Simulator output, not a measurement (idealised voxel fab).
The process module presented herein is designated voxel tone inversion.
The cross-section on display is named cut; it measures 275 nm wide, and its cells are 5 nm squares.
A cross-section is written here as square cells arranged in a grid, and it is given in bands from the top down, each band taking up one or more rows of cells. First you get the band's top height and its bottom height, in nm, and then the materials it's made of, left to right, with each width in nm. If you see a single material with "everywhere", that one covers the band edge to edge. "air" is empty space. Heads up on the height convention: 0 is the point under which the incoming wafer is all one material, and the lowest band has no bottom, it just keeps going down, like "0 nm and below". A two-number width, for instance "30 to 40", indicates that the width is equal to the first number in the top row of the band and to the second number in the bottom row, and that it changes by a constant amount per row of cells. No cell of the cross-section changed in a step that is given as "nothing changed". Entry "Enclosed void list" = empty spaces >= 8 cells with no open way to the top; each as width x height at distance, distance from left edge, all nm. The remark found on a step's line after its settings is issued by the simulator itself and pertains to that step. For masked steps, "overlay nm" on the step line gives how far right of plan the mask actually lay; a minus sign means it lay to the left.

PLANNED PROCESS STEPS
1,RECEIVE [material Si]
2,CONFORMAL_DEP [material SiN] [thk nm 10]
3,DIRECTIONAL_DEP [material polySi] [thk nm 20]
4,PATTERN [tone cover] [mask id POSTS] [material resist] [width nm 25] [pitch nm 40] [thk nm 30] [overlay nm 0]
5,DIRECTIONAL_ETCH [etch materials polySi] [depth nm 20]
6,STRIP [etch materials resist]
7,FILL_DEP [material lowk] [thk nm 5]
8,CMP [height nm 30]
9,STRIP [etch materials polySi]

SHOWN IN CROSS-SECTION IS THE WAFER AS RECEIVED, THAT IS, AS IT STANDS AFTER STEP 1
> 0 nm and below  Si everywhere
> Enclosed void list: none

FINAL CROSS-SECTION, MODULE RUN WITH ONE MISTAKE (START AND PLAN AS ABOVE)
> 30 nm to 20 nm  SiN everywhere
> 20 nm to 0 nm  polySi everywhere
> 0 nm and below  Si everywhere
> Enclosed void list: none
Error vs. plan: steps 2 and 3 of the plan were each performed in the slot designated for the other
